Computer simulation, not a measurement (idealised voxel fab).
process module | voxel wiring stack
cross-section cut | 155 nm wide | cells 5 nm
A cross-section is a grid of square cells, given in bands from the top down. A band is one or more rows of cells.
Each band's line starts with the height of the band's top and of its bottom, in nm. Then come its materials from left to right, each with its width in nm. One material with "throughout" fills the band from edge to edge. "air" is empty space.
Height 0 is the level under which the wafer as received is all one material. The lowest band goes on downwards, as in "0 down".
A width such as "30 to 40" changes by the same amount from each row of cells to the next, from the band's top row to its bottom row.
"no change" after a step means that no cell of the cross-section changed.
closed voids: empty space of 8 cells or more with no open way to the top, each as width x height at its distance from the left edge, in nm
after a step's settings: what the simulator itself notes on the step
overlay nm, on a step with a mask: how far to the right of its planned place the mask lay; to the left if negative
plan
1 op RECEIVE | material Si
2 op CONFORMAL_DEP | material SiO2 | thk nm 15
3 op DIRECTIONAL_DEP | material TiN | thk nm 5
4 op DIRECTIONAL_DEP | material W | thk nm 15
5 op MASKED_ETCH | tone cover | mask id METAL_1 | width nm 20 | pitch nm 45 | etch materials W | depth nm 15 | overlay nm 0
6 op MASKED_ETCH | tone cover | mask id METAL_1 | width nm 20 | pitch nm 45 | etch materials TiN | depth nm 5 | overlay nm 0
7 op CONFORMAL_DEP | material SiN | thk nm 5
8 op FILL_DEP | material lowk | thk nm 5
9 op CMP | height nm 35
10 op CONFORMAL_DEP | material SiCN | thk nm 5
11 op DIRECTIONAL_DEP | material lowk | thk nm 15
12 op PATTERN | tone open | mask id PLUG_1 | material resist | width nm 15 | pitch nm 90 | thk nm 15 | overlay nm 0
13 op DIRECTIONAL_ETCH | etch materials lowk | depth nm 15
14 op DIRECTIONAL_ETCH | etch materials SiCN | depth nm 5
15 op STRIP | etch materials resist
16 op CONFORMAL_DEP | material TiN | thk nm 5
17 op FILL_DEP | material W | thk nm 10
18 op CMP | height nm 55
19 op CONFORMAL_DEP | material SiN | thk nm 5
20 op DIRECTIONAL_DEP | material SiO2 | thk nm 25
21 op DIRECTIONAL_DEP | material aC | thk nm 15
22 op PATTERN | tone open | mask id METAL_2 | material resist | width nm 20 | pitch nm 45 | thk nm 30 | overlay nm 0
23 op DIRECTIONAL_ETCH | etch materials aC | depth nm 15
24 op STRIP | etch materials resist
25 op DIRECTIONAL_ETCH | etch materials SiO2 | depth nm 25
26 op DIRECTIONAL_ETCH | etch materials SiN | depth nm 5
27 op STRIP | etch materials aC
28 op CONFORMAL_DEP | material TiN | thk nm 5
29 op FILL_DEP | material W | thk nm 10
30 op CMP | height nm 85
31 op CONFORMAL_DEP | material SiCN | thk nm 5
32 op DIRECTIONAL_DEP | material SiO2 | thk nm 20
33 op DIRECTIONAL_DEP | material aC | thk nm 10
34 op PATTERN | tone open | mask id PLUG_2 | material resist | width nm 15 | pitch nm 90 | thk nm 30 | overlay nm 0
35 op DIRECTIONAL_ETCH | etch materials aC | depth nm 10
36 op STRIP | etch materials resist
37 op DIRECTIONAL_ETCH | etch materials SiO2 | depth nm 20
38 op DIRECTIONAL_ETCH | etch materials SiCN | depth nm 5
39 op STRIP | etch materials aC
40 op EPI | material Ru | thk nm 10
41 op EPI | material Ru | thk nm 10
42 op EPI | material Ru | thk nm 5
43 op CONFORMAL_DEP | material SiN | thk nm 5
44 op DIRECTIONAL_DEP | material lowk | thk nm 25
45 op MASKED_ETCH | tone open | mask id METAL_3 | width nm 20 | pitch nm 45 | etch materials lowk | depth nm 25 | overlay nm 0
46 op MASKED_ETCH | tone open | mask id METAL_3 | width nm 20 | pitch nm 45 | etch materials SiN | depth nm 5 | overlay nm 0
47 op CONFORMAL_DEP | material TiN | thk nm 5
48 op FILL_DEP | material Cu | thk nm 10
49 op CMP | height nm 140
50 op CONFORMAL_DEP | material SiCN | thk nm 5
51 op DIRECTIONAL_DEP | material lowk | thk nm 10
52 op DIRECTIONAL_DEP | material aC | thk nm 10
53 op PATTERN | tone open | mask id PLUG_3 | material resist | width nm 15 | pitch nm 45 | thk nm 25 | overlay nm 0
54 op DIRECTIONAL_ETCH | etch materials aC | depth nm 10
55 op STRIP | etch materials resist
56 op DIRECTIONAL_ETCH | etch materials lowk | depth nm 10
57 op DIRECTIONAL_ETCH | etch materials SiCN | depth nm 5
58 op STRIP | etch materials aC
59 op CONFORMAL_DEP | material TiN | thk nm 5
60 op FILL_DEP | material W | thk nm 5
61 op CMP | height nm 155
62 op DIRECTIONAL_DEP | material TiN | thk nm 5
63 op DIRECTIONAL_DEP | material W | thk nm 15
64 op PATTERN | tone cover | mask id METAL_4 | material resist | width nm 20 | pitch nm 45 | thk nm 20 | overlay nm 0
65 op DIRECTIONAL_ETCH | etch materials W | depth nm 15
66 op DIRECTIONAL_ETCH | etch materials TiN | depth nm 5
67 op STRIP | etch materials resist
68 op CONFORMAL_DEP | material SiCN | thk nm 5
69 op FILL_DEP | material lowk | thk nm 5
70 op CMP | height nm 175
71 op CONFORMAL_DEP | material SiCN | thk nm 5
as received, after step 1
  0 down: Si throughout
  closed voids: none
first wafer at the end, as planned
  180 to 175: SiCN throughout
  175 to 160: lowk 15 | SiCN 5 | W 20 | SiCN 5 | lowk 15 | SiCN 5 | W 20 | SiCN 5 | lowk 15 | SiCN 5 | W 20 | SiCN 5 | lowk 20
  160 to 155: SiCN 20 | TiN 20 | SiCN 25 | TiN 20 | SiCN 25 | TiN 20 | SiCN 25
  155 to 145: lowk 20 | TiN 5 | W 5 | TiN 5 | lowk 30 | TiN 5 | W 5 | TiN 5 | lowk 30 | TiN 5 | W 5 | TiN 5 | lowk 30
  145 to 140: SiCN 20 | TiN 15 | SiCN 30 | TiN 15 | SiCN 30 | TiN 15 | SiCN 30
  140 to 115: lowk 20 | TiN 5 | Cu 10 | TiN 5 | lowk 25 | TiN 5 | Cu 10 | TiN 5 | lowk 25 | TiN 5 | Cu 10 | TiN 5 | lowk 25
  115 to 110: SiN 20 | TiN 20 | SiN 25 | TiN 20 | SiN 25 | TiN 20 | SiN 25
  110 to 90: SiO2 20 | Ru 15 | SiO2 75 | Ru 15 | SiO2 30
  90 to 85: SiCN 20 | Ru 15 | SiCN 75 | Ru 15 | SiCN 30
  85 to 60: SiO2 20 | TiN 5 | W 10 | TiN 5 | SiO2 25 | TiN 5 | W 10 | TiN 5 | SiO2 25 | TiN 5 | W 10 | TiN 5 | SiO2 25
  60 to 55: SiN 20 | TiN 20 | SiN 25 | TiN 20 | SiN 25 | TiN 20 | SiN 25
  55 to 40: lowk 20 | TiN 5 | W 5 | TiN 5 | lowk 75 | TiN 5 | W 5 | TiN 5 | lowk 30
  40 to 35: SiCN 20 | TiN 15 | SiCN 75 | TiN 15 | SiCN 30
  35 to 20: lowk 15 | SiN 5 | W 20 | SiN 5 | lowk 15 | SiN 5 | W 20 | SiN 5 | lowk 15 | SiN 5 | W 20 | SiN 5 | lowk 20
  20 to 15: SiN 20 | TiN 20 | SiN 25 | TiN 20 | SiN 25 | TiN 20 | SiN 25
  15 to 0: SiO2 throughout
  0 down: Si throughout
  closed voids: none
second wafer at the end: like start, like plan, one mistake
  180 to 175: SiCN throughout
  175 to 160: lowk 15 | SiCN 5 | W 20 | SiCN 5 | lowk 15 | SiCN 5 | W 20 | SiCN 5 | lowk 15 | SiCN 5 | W 20 | SiCN 5 | lowk 20
  160 to 155: SiCN 20 | TiN 20 | SiCN 25 | TiN 20 | SiCN 25 | TiN 20 | SiCN 25
  155 to 145: lowk 20 | TiN 5 | W 5 | TiN 5 | lowk 30 | TiN 5 | W 5 | TiN 5 | lowk 30 | TiN 5 | W 5 | TiN 5 | lowk 30
  145 to 140: SiCN 20 | TiN 15 | SiCN 30 | TiN 15 | SiCN 30 | TiN 15 | SiCN 30
  140 to 115: lowk 20 | TiN 5 | Cu 10 | TiN 5 | lowk 25 | TiN 5 | Cu 10 | TiN 5 | lowk 25 | TiN 5 | Cu 10 | TiN 5 | lowk 25
  115 to 110: SiN 20 | TiN 20 | SiN 25 | TiN 20 | SiN 25 | TiN 20 | SiN 25
  110 to 90: SiO2 20 | Ru 15 | SiO2 75 | Ru 15 | SiO2 30
  90 to 85: SiCN 20 | Ru 15 | SiCN 75 | Ru 15 | SiCN 30
  85 to 60: SiO2 20 | TiN 5 | W 15 | TiN 5 | SiO2 20 | TiN 5 | W 15 | TiN 5 | SiO2 20 | TiN 5 | W 15 | TiN 5 | SiO2 20
  60 to 55: SiN 20 | TiN 25 | SiN 20 | TiN 25 | SiN 20 | TiN 25 | SiN 20
  55 to 40: lowk 20 | TiN 5 | W 5 | TiN 5 | lowk 75 | TiN 5 | W 5 | TiN 5 | lowk 30
  40 to 35: SiCN 20 | TiN 15 | SiCN 75 | TiN 15 | SiCN 30
  35 to 20: lowk 15 | SiN 5 | W 20 | SiN 5 | lowk 15 | SiN 5 | W 20 | SiN 5 | lowk 15 | SiN 5 | W 20 | SiN 5 | lowk 20
  20 to 15: SiN 20 | TiN 20 | SiN 25 | TiN 20 | SiN 25 | TiN 20 | SiN 25
  15 to 0: SiO2 throughout
  0 down: Si throughout
  closed voids: none
what went wrong: step 22 ran as: op PATTERN | tone open | mask id METAL_2 | material resist | width nm 25 | pitch nm 45 | thk nm 30 | overlay nm 0
at the end the second wafer has, in cells: 3 fewer of SiN | 15 fewer of SiO2 | 3 more of TiN | 15 more of W
